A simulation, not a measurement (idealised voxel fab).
process module | voxel fin reveal
cross-section cut | 275 nm wide | cells 5 nm
A cross-section is a grid of square cells, given in bands from the top down. A band is one or more rows of cells.
Each band's line starts with the height of the band's top and of its bottom, in nm. Then come its materials from left to right, each with its width in nm. One material with "throughout" fills the band from edge to edge. "air" is empty space.
Height 0 is the level under which the wafer as received is all one material. The lowest band goes on downwards, as in "0 down".
A width such as "30 to 40" changes by the same amount from each row of cells to the next, from the band's top row to its bottom row.
"no change" after a step means that no cell of the cross-section changed.
closed voids: empty space of 8 cells or more with no open way to the top, each as width x height at its distance from the left edge, in nm
after a step's settings: what the simulator itself notes on the step
overlay nm, on a step with a mask: how far to the right of its planned place the mask lay; to the left if negative
plan
1 op RECEIVE | material Si
2 op CONFORMAL_DEP | material SiN | thk nm 5
3 op MASKED_ETCH | tone cover | mask id FINS | width nm 15 | pitch nm 40 | etch materials SiN | depth nm 5 | overlay nm 0
4 op MASKED_ETCH | tone cover | mask id FINS | width nm 15 | pitch nm 40 | etch materials Si | depth nm 30 | overlay nm 0
5 op OXIDIZE | depth nm 5
6 op FILL_DEP | material SiO2 | thk nm 15
7 op CMP | height nm 5
8 op SELECTIVE_ETCH | etch materials SiO2 | depth nm 15
9 op STRIP | etch materials SiN
10 op CONFORMAL_DEP | material SiO2 | thk nm 5
first wafer, as planned
as received, after step 1
  0 down: Si throughout
  closed voids: none
after step 2
  5 to 0: SiN throughout
  below 0: unchanged
after step 3
  5 to 0: air 110 | SiN 15 | air 25 | SiN 15 | air 110
  below 0: unchanged
after step 4
  5 to 0: air 110 | SiN 15 | air 25 | SiN 15 | air 110
  0 to -30: air 110 | Si 15 | air 25 | Si 15 | air 110
  below -30: unchanged
after step 5
  5 to 0: air 110 | SiN 15 | air 25 | SiN 15 | air 110
  0 to -30: air 110 | SiO2 5 | Si 5 | SiO2 5 | air 25 | SiO2 5 | Si 5 | SiO2 5 | air 110
  -30 to -35: SiO2 115 | Si 5 | SiO2 35 | Si 5 | SiO2 115
  below -35: unchanged
after step 6
  20 to 5: SiO2 throughout
  5 to 0: SiO2 110 | SiN 15 | SiO2 25 | SiN 15 | SiO2 110
  0 to -35: SiO2 115 | Si 5 | SiO2 35 | Si 5 | SiO2 115
  below -35: unchanged
after step 7
  5 to 0: SiO2 110 | SiN 15 | SiO2 25 | SiN 15 | SiO2 110
  below 0: unchanged
after step 8
  5 to 0: air 110 | SiN 15 | air 25 | SiN 15 | air 110
  0 to -10: air 115 | Si 5 | air 35 | Si 5 | air 115
  below -10: unchanged
after step 9
  0 to -10: air 115 | Si 5 | air 35 | Si 5 | air 115
  below -10: unchanged
after step 10
  5 to 0: air 110 | SiO2 15 | air 25 | SiO2 15 | air 110
  0 to -5: air 110 | SiO2 5 | Si 5 | SiO2 5 | air 25 | SiO2 5 | Si 5 | SiO2 5 | air 110
  -5 to -35: SiO2 115 | Si 5 | SiO2 35 | Si 5 | SiO2 115
  below -35: unchanged
second wafer: like start, like plan, one mistake. Through step 3 it matches the first wafer
when step 4 should have ended
  5 to 0: air 110 | SiN 15 | air 25 | SiN 15 | air 110
  0 to -40: air 110 | Si 15 | air 25 | Si 15 | air 110
  below -40: unchanged
when step 5 should have ended
  5 to 0: air 110 | SiN 15 | air 25 | SiN 15 | air 110
  0 to -40: air 110 | SiO2 5 | Si 5 | SiO2 5 | air 25 | SiO2 5 | Si 5 | SiO2 5 | air 110
  -40 to -45: SiO2 115 | Si 5 | SiO2 35 | Si 5 | SiO2 115
  below -45: unchanged
when step 6 should have ended
  20 to 5: SiO2 throughout
  5 to 0: SiO2 110 | SiN 15 | SiO2 25 | SiN 15 | SiO2 110
  0 to -45: SiO2 115 | Si 5 | SiO2 35 | Si 5 | SiO2 115
  below -45: unchanged
when step 7 should have ended
  5 to 0: SiO2 110 | SiN 15 | SiO2 25 | SiN 15 | SiO2 110
  below 0: unchanged
when step 8 should have ended
  5 to 0: air 110 | SiN 15 | air 25 | SiN 15 | air 110
  0 to -10: air 115 | Si 5 | air 35 | Si 5 | air 115
  below -10: unchanged
when step 9 should have ended
  0 to -10: air 115 | Si 5 | air 35 | Si 5 | air 115
  below -10: unchanged
when step 10 should have ended
  5 to 0: air 110 | SiO2 15 | air 25 | SiO2 15 | air 110
  0 to -5: air 110 | SiO2 5 | Si 5 | SiO2 5 | air 25 | SiO2 5 | Si 5 | SiO2 5 | air 110
  -5 to -45: SiO2 115 | Si 5 | SiO2 35 | Si 5 | SiO2 115
  below -45: unchanged
what went wrong: step 4 ran as: op MASKED_ETCH | tone cover | mask id FINS | width nm 15 | pitch nm 40 | etch materials Si | depth nm 40 | overlay nm 0
at the end the second wafer has, in cells: 106 fewer of Si | 106 more of SiO2
